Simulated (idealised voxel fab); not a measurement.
The process module presented herein is designated voxel trench capacitor.
Each square cell in cross-section cut measures 5 nm, and the section as a whole is 200 nm wide.
Cross-section format: a grid of square cells, given as bands from top to bottom; each band is one or more rows of cells.
Top height, bottom height, nm. Materials left to right, width each, nm. Single material + "everywhere" = fills band edge to edge. "air" = empty.
Convention: height 0 is the level below which the wafer, as received, is all one material. The lowest band does not terminate at the bottom but continues downward, represented as "0 -> down".
So if you see something like "30 to 40" for the width, read it as the top row of the band sitting at the first number and the bottom row at the second, with every row in between moving by the same amount as the last.
"no modifications", as given for a step, is the statement that not any cell of the cross-section underwent a change during that step.
"Enclosed void inventory": sealed empty spaces, 8 cells or more, no open way to top, listed width x height at distance, with distance from the left edge and width, height and distance in nm.
Text after the settings on a step's line: the simulator's own remark on that step.
The setting "overlay nm" may be written on the line of a step. When the step uses a mask, the value reports how far to the right of the planned place the mask lay, and a negative value reports that it lay to the left.
# Planned step list for the process
1. RECEIVE [material Si]
2. CONFORMAL_DEP [material SiN] [thk nm 5]
3. MASKED_ETCH [tone open] [mask id TRENCH] [width nm 15] [pitch nm 45] [etch materials SiN] [depth nm 5] [overlay nm 0]
4. MASKED_ETCH [tone open] [mask id TRENCH] [width nm 15] [pitch nm 45] [etch materials Si] [depth nm 40] [overlay nm 0]
5. CONFORMAL_DEP [material SiO2] [thk nm 5]
6. FILL_DEP [material polySi] [thk nm 5]
7. CMP [height nm 5]
The wafers in this document start out alike and differ in the width nm applied at step 3; the plan shows the value used for the first wafer.
# Step 1 complete: as-received cross-section of the first of several wafers
0 -> down  Si everywhere
Enclosed void inventory: none
# Quick key for the table: a row per wafer, taken at the end of the module. For each material it tells you how many cells the wafer gained (+) or lost (-) since it came in, and the closed voids come after
width nm 15 | -72 Si | +31 SiN | +57 SiO2 | +24 polySi | Enclosed void inventory: none
width nm 20 | -72 Si | +28 SiN | +60 SiO2 | +24 polySi | Enclosed void inventory: none
width nm 25 | -72 Si | +25 SiN | +63 SiO2 | +24 polySi | Enclosed void inventory: none
width nm 30 | -72 Si | +22 SiN | +66 SiO2 | +24 polySi | Enclosed void inventory: none
